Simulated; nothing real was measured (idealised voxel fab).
Presented below is a process module, voxel ribs on slabs.
Section cut is 155 nm wide and gridded with 5 nm square cells.
Square cells in a grid make up a cross-section in this document, and the grid is given as bands, listed from the top down, each one or more rows of cells. Read a band's entry like this: the first values are the height of its top and the height of its bottom in nm, and what follows is the sequence of materials from left to right, each with its width in nm. Note that "air" is empty space, and that a single material marked "edge to edge" reaches across the band from edge to edge. Below 0: as-received wafer, all one material; heights counted from there. Lowest band: no bottom, goes on down, written "top 0, no bottom". Think of "30 to 40" as a width that walks from the first number to the second as you go down the band, top row to bottom row, taking equal-sized steps from row to row. A step reported as "no change" is a step in which no cell of the cross-section changed. "Trapped cavities" lists enclosed empty spaces (at least 8 cells, no open path upward to the top), each as width x height at distance from the left edge, in nm. Formally, on a step line, whatever follows the settings is a remark that the simulator itself makes on the step. overlay nm: where the mask lay relative to plan, measured to the right, on steps with a mask; negatives go left.
Listed below are the process steps as planned:
1 RECEIVE: material Si
2 DIRECTIONAL_DEP: material SiO2, thk nm 30
3 DIRECTIONAL_DEP: material SiN, thk nm 20
4 MASKED_ETCH: tone cover, mask id RIB, width nm 20, etch materials SiN, depth nm 15, overlay nm 0
5 MASKED_ETCH: tone cover, mask id SLAB, width nm 50, etch materials SiN, depth nm 5, overlay nm 0
6 FILL_DEP: material SiO2, thk nm 25
7 CMP: height nm 65
8 DIRECTIONAL_DEP: material TiN, thk nm 10
9 PATTERN: tone cover, mask id HEATER, material resist, width nm 30, thk nm 20, overlay nm 0
10 DIRECTIONAL_ETCH: etch materials TiN, depth nm 10
11 STRIP: etch materials resist
12 CONFORMAL_DEP: material SiO2, thk nm 10
Below: the first of two wafers, run as planned:
Wafer at receipt (post step 1), cross-section:
top 0, no bottom: Si edge to edge
Trapped cavities: none
Cross-sectional representation of the wafer at the conclusion of step 2:
top 30, bottom 0: SiO2 edge to edge
Below 0, the layers are the same as they were.
Cross-sectional representation of the wafer at the conclusion of step 3:
top 50, bottom 30: SiN edge to edge
Below 30, the layers are the same as they were.
Cross-sectional representation of the wafer at the conclusion of step 4:
top 50, bottom 35: air: 65 / SiN: 20 / air: 70
Below 35, the layers are the same as they were.
Cross-sectional representation of the wafer at the conclusion of step 5:
top 50, bottom 35: air: 65 / SiN: 20 / air: 70
top 35, bottom 30: air: 50 / SiN: 50 / air: 55
Below 30, the layers are the same as they were.
Cross-sectional representation of the wafer at the conclusion of step 6:
top 75, bottom 50: SiO2 edge to edge
top 50, bottom 35: SiO2: 65 / SiN: 20 / SiO2: 70
top 35, bottom 30: SiO2: 50 / SiN: 50 / SiO2: 55
Below 30, the layers are the same as they were.
Cross-sectional representation of the wafer at the conclusion of step 7:
top 65, bottom 50: SiO2 edge to edge
Below 50, the layers are the same as they were.
Cross-sectional representation of the wafer at the conclusion of step 8:
top 75, bottom 65: TiN edge to edge
Below 65, the layers are the same as they were.
Cross-sectional representation of the wafer at the conclusion of step 9:
top 95, bottom 75: air: 60 / resist: 30 / air: 65
Below 75, the layers are the same as they were.
Cross-sectional representation of the wafer at the conclusion of step 10:
top 95, bottom 75: air: 60 / resist: 30 / air: 65
top 75, bottom 65: air: 60 / TiN: 30 / air: 65
Below 65, the layers are the same as they were.
Cross-sectional representation of the wafer at the conclusion of step 11:
top 75, bottom 65: air: 60 / TiN: 30 / air: 65
Below 65, the layers are the same as they were.
Cross-sectional representation of the wafer at the conclusion of step 12:
top 85, bottom 75: air: 50 / SiO2: 50 / air: 55
top 75, bottom 65: SiO2: 60 / TiN: 30 / SiO2: 65
Below 65, the layers are the same as they were.
Second wafer: like start, like plan, one mistake. Through step 8 it matches the first wafer:
Cross-section of the second wafer corresponding to the planned conclusion of step 9:
top 95, bottom 75: resist: 60 / air: 30 / resist: 65
Below 75, the layers are the same as they were.
Cross-section of the second wafer corresponding to the planned conclusion of step 10:
top 95, bottom 75: resist: 60 / air: 30 / resist: 65
top 75, bottom 65: TiN: 60 / air: 30 / TiN: 65
Below 65, the layers are the same as they were.
Cross-section of the second wafer corresponding to the planned conclusion of step 11:
top 75, bottom 65: TiN: 60 / air: 30 / TiN: 65
Below 65, the layers are the same as they were.
Cross-section of the second wafer corresponding to the planned conclusion of step 12:
top 85, bottom 75: SiO2: 70 / air: 10 / SiO2: 75
top 75, bottom 65: TiN: 60 / SiO2: 30 / TiN: 65
Below 65, the layers are the same as they were.
So what did we get wrong on this run? step 9 ran with different settings than intended, the actual operation and settings being PATTERN: tone open, mask id HEATER, material resist, width nm 30, thk nm 20, overlay nm 0
Once processing is complete, comparing cell counts shows that the second wafer has more or fewer of certain materials than the first: 38 more of TiN
